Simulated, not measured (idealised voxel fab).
Module name: voxel gate over fins (process module)
This is section cut - it's 290 nm across, gridded in 5 nm square cells.
How to read a cross-section here: the picture is a grid of square cells, written as bands going from the top down, and any band can span one or more rows of cells.
Within each band entry, the heights of the top and of the bottom of the band appear first, in that order and in nm; the materials of the band then follow from left to right, each with its corresponding width in nm. The designation "all across" on a single material indicates that it fills the band from edge to edge; the designation "air" indicates empty space.
It should be noted that heights are counted from 0, beneath which the wafer as supplied is of one material throughout, and that the lowest band possesses no lower boundary but continues downward, as written in "0 nm and below".
Per-row width for "30->40": begins at first number (top row of band), ends at second number (bottom row), increment between rows held constant.
Given "nothing got changed" for a step, no cell of the cross-section differs between before and after that step.
"Enclosed void inventory": sealed empty spaces, 8 cells or more, no open way to top, listed width x height at distance, with distance from the left edge and width, height and distance in nm.
Whatever follows a step's settings on its line is a remark the simulator itself makes about that step.
overlay nm: mask offset rightward from planned place, masked step; negative means leftward offset.
**Planned process steps**
| 1 | RECEIVE with material Si |
| 2 | CONFORMAL_DEP with material SiN, thk nm 5 |
| 3 | MASKED_ETCH with tone cover, mask id FINS, width nm 15, pitch nm 40, etch materials SiN, depth nm 5, overlay nm 0 |
| 4 | MASKED_ETCH with tone cover, mask id FINS, width nm 15, pitch nm 40, etch materials Si, depth nm 30, overlay nm 0 |
| 5 | FILL_DEP with material SiO2, thk nm 10 |
| 6 | CMP with height nm 5 |
| 7 | SELECTIVE_ETCH with etch materials SiO2, depth nm 15 |
| 8 | STRIP with etch materials SiN |
| 9 | CONFORMAL_DEP with material HfO2, thk nm 5 |
| 10 | CONFORMAL_DEP with material TiN, thk nm 5 |
| 11 | CONFORMAL_DEP with material TiAl, thk nm 5 |
| 12 | CONFORMAL_DEP with material TiN, thk nm 5 |
| 13 | FILL_DEP with material W, thk nm 10 |
| 14 | CMP with height nm 25 |
| 15 | CONFORMAL_DEP with material SiCN, thk nm 10 |
**Wafer as received: cross-section following step 1**
0 nm and below: Si all across
Enclosed void inventory: none
**Cross-section, end of module. Start: as above. Plan: as above. Execution: one mistake**
35 nm to 25 nm: SiCN all across
25 nm to 15 nm: W all across
15 nm to 10 nm: W=100 | TiN=85 | W=105
10 nm to 5 nm: W=100 | TiN=5 | TiAl=35 | TiN=5 | TiAl=35 | TiN=5 | W=105
5 nm to 0 nm: TiN=105 | TiAl=5 | TiN=25 | TiAl=5 | TiN=5 | TiAl=5 | TiN=25 | TiAl=5 | TiN=110
0 nm to -5 nm: TiAl=110 | TiN=5 | Si=15 | TiN=5 | TiAl=15 | TiN=5 | Si=15 | TiN=5 | TiAl=115
-5 nm to -10 nm: TiN=115 | Si=15 | TiN=25 | Si=15 | TiN=120
-10 nm to -30 nm: SiO2=115 | Si=15 | SiO2=25 | Si=15 | SiO2=120
-30 nm and below: Si all across
Enclosed void inventory: none
Heads up, the wafer didn't run the way we planned it: step 9 from the plan never happened, it was just skipped
